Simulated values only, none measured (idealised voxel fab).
Title: Process Module voxel self aligned vias
Square cell edge 5 nm, section width 280 nm, ID cut.
When this document writes out a cross-section, it uses a grid of square cells and lists it as bands, beginning at the top and moving down, with a band standing for one or more rows of cells. The entry gives the band's vertical extent as a top height and a bottom height in nm, then its horizontal make-up as materials from left to right, each with a width in nm. "empty" stands for empty space; a single material marked "all across" fills the band edge to edge. Height 0 is the level under which the wafer as received is all one material. The lowest band goes on downwards, as in "top 0, no bottom". When a width is written as two numbers, as in "30->40", the first number is the width in the top row of cells of the band and the second is the width in its bottom row, and the width changes by the same amount from each row to the next. Given "remained the same" for a step, no cell of the cross-section differs between before and after that step. Heads up: "Sealed internal cavities" only lists the empty pockets with no open path to the top that are 8 cells or more, and it writes them as width x height at distance, distance from the left edge, in nm. Where a step's line continues beyond its settings, the continuation is a remark by the simulator itself on that step. The line of a step may include "overlay nm". On a step with a mask, this value is how far to the right of its planned place the mask lay. A negative value means the mask lay to the left.

INTENDED PROCESS STEPS
| 1 | RECEIVE [material Si] |
| 2 | CONFORMAL_DEP [material SiO2] [thk nm 15] |
| 3 | CONFORMAL_DEP [material SiCN] [thk nm 5] |
| 4 | DIRECTIONAL_DEP [material SiO2] [thk nm 20] |
| 5 | MASKED_ETCH [tone open] [mask id LINES] [width nm 20] [pitch nm 45] [etch materials SiO2] [depth nm 20] [overlay nm 0] |
| 6 | CONFORMAL_DEP [material TiN] [thk nm 5] |
| 7 | FILL_DEP [material W] [thk nm 5] |
| 8 | CMP [height nm 40] |
| 9 | SELECTIVE_ETCH [etch materials W Ru TiN] [depth nm 5] |
| 10 | FILL_DEP [material SiN] [thk nm 10] |
| 11 | CMP [height nm 40] |
| 12 | DIRECTIONAL_DEP [material SiO2] [thk nm 15] |
| 13 | DIRECTIONAL_DEP [material aC] [thk nm 10] |
| 14 | PATTERN [tone open] [mask id VIAS] [material resist] [width nm 30] [pitch nm 45] [thk nm 25] [overlay nm 0] |
| 15 | DIRECTIONAL_ETCH [etch materials aC] [depth nm 10] |
| 16 | STRIP [etch materials resist] |
| 17 | DIRECTIONAL_ETCH [etch materials SiO2] [depth nm 15] |
| 18 | DIRECTIONAL_ETCH [etch materials SiN] [depth nm 5] |
| 19 | STRIP [etch materials aC] |
| 20 | CONFORMAL_DEP [material TiN] [thk nm 5] |
| 21 | FILL_DEP [material W] [thk nm 5] |
| 22 | CMP [height nm 55] |
| 23 | CONFORMAL_DEP [material SiCN] [thk nm 5] |

AS-RECEIVED STATE OF THE WAFER IN CROSS-SECTION, EQUIVALENT TO POST-STEP 1
> top 0, no bottom: Si all across
> Sealed internal cavities: none

END-OF-MODULE CROSS-SECTION. STARTING STRUCTURE AND PROCESS PLAN AS ABOVE; ONE MISTAKE MADE IN RUNNING IT
> top 60, bottom 55: SiCN all across
> top 55, bottom 45: SiO2 80; TiN 5; W 20; TiN 5; SiO2 15; TiN 5; W 20; TiN 5; SiO2 15; TiN 5; W 20; TiN 5; SiO2 80
> top 45, bottom 40: SiO2 80; TiN 30; SiO2 15; TiN 30; SiO2 15; TiN 30; SiO2 80
> top 40, bottom 35: SiCN all across
> top 35, bottom 0: SiO2 all across
> top 0, no bottom: Si all across
> Sealed internal cavities: none
Finding, execution versus plan: sequence error: steps 3 and 4 interchanged
